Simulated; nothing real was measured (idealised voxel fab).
The following is a process module called voxel self aligned vias.
For reference, the cross-section in this document is cut, with width 245 nm and square cells of 5 nm.
Cross-section layout: square cells on a grid; listed as bands, top to bottom; a band spans one or more cell rows. The band entry comprises the height of the band's top followed by the height of its bottom, expressed in nm, and subsequently the band's materials from left to right, each stated together with its width in nm. Where a single material is marked with the word "all across", that material fills the band from edge to edge. The word "empty" represents empty space. Heights are measured from 0, the level below which the as-received wafer is all one material; the lowest band has no bottom and continues downward, written as in "0 nm and below". So if you see something like "30..40" for the width, read it as the top row of the band sitting at the first number and the bottom row at the second, with every row in between moving by the same amount as the last. No cell of the cross-section changed in a step that is given as "everything unchanged". The label "Closed void listing" introduces a list of the empty spaces, 8 cells or larger, that have no open way up to the top; each entry in it reads width x height at distance, where the distance is taken from the left edge and all three are stated in nm. Where a step's line continues beyond its settings, the continuation is a remark by the simulator itself on that step. "overlay nm" answers the question of how far to the right of plan the mask lay on a step that has a mask, and when it is negative the answer is to the left.

**plan**
- 1: RECEIVE: material Si
- 2: CONFORMAL_DEP: material SiO2, thk nm 15
- 3: CONFORMAL_DEP: material SiCN, thk nm 5
- 4: DIRECTIONAL_DEP: material SiO2, thk nm 25
- 5: MASKED_ETCH: tone open, mask id LINES, width nm 30, pitch nm 65, etch materials SiO2, depth nm 25, overlay nm 0
- 6: CONFORMAL_DEP: material TiN, thk nm 5
- 7: FILL_DEP: material W, thk nm 10
- 8: CMP: height nm 45
- 9: SELECTIVE_ETCH: etch materials W Ru TiN, depth nm 5
- 10: FILL_DEP: material SiN, thk nm 5
- 11: CMP: height nm 45
- 12: DIRECTIONAL_DEP: material SiO2, thk nm 15
- 13: MASKED_ETCH: tone open, mask id VIAS, width nm 50, pitch nm 65, etch materials SiO2, depth nm 15, overlay nm 0
- 14: MASKED_ETCH: tone open, mask id VIAS, width nm 50, pitch nm 65, etch materials SiN, depth nm 5, overlay nm 0
- 15: CONFORMAL_DEP: material TiN, thk nm 5
- 16: FILL_DEP: material W, thk nm 5
- 17: CMP: height nm 60
- 18: CONFORMAL_DEP: material SiCN, thk nm 5

**as received, after step 1**
> 0 nm and below  Si all across
> Closed void listing: none

**End state of the module in cross-section, given the above starting point and plan and one mistake in execution**
> 65 nm to 60 nm  SiCN all across
> 60 nm to 50 nm  35 nm SiO2, then 5 nm TiN, then 30 nm W, then 5 nm TiN, then 25 nm SiO2, then 5 nm TiN, then 30 nm W, then 5 nm TiN, then 25 nm SiO2, then 5 nm TiN, then 30 nm W, then 5 nm TiN, then 40 nm SiO2
> 50 nm to 45 nm  35 nm SiO2, then 10 nm TiN, then 20 nm W, then 10 nm TiN, then 25 nm SiO2, then 10 nm TiN, then 20 nm W, then 10 nm TiN, then 25 nm SiO2, then 10 nm TiN, then 20 nm W, then 10 nm TiN, then 40 nm SiO2
> 45 nm to 40 nm  40 nm SiO2, then 30 nm TiN, then 35 nm SiO2, then 30 nm TiN, then 35 nm SiO2, then 30 nm TiN, then 45 nm SiO2
> 40 nm to 25 nm  40 nm SiO2, then 5 nm TiN, then 20 nm W, then 5 nm TiN, then 35 nm SiO2, then 5 nm TiN, then 20 nm W, then 5 nm TiN, then 35 nm SiO2, then 5 nm TiN, then 20 nm W, then 5 nm TiN, then 45 nm SiO2
> 25 nm to 20 nm  40 nm SiO2, then 30 nm TiN, then 35 nm SiO2, then 30 nm TiN, then 35 nm SiO2, then 30 nm TiN, then 45 nm SiO2
> 20 nm to 15 nm  SiCN all across
> 15 nm to 0 nm  SiO2 all across
> 0 nm and below  Si all across
> Closed void listing: none
The plan and the run diverged here: for step 13, the planned setting was not used; the step was instead run as MASKED_ETCH: tone open, mask id VIAS, width nm 40, pitch nm 65, etch materials SiO2, depth nm 15, overlay nm 0
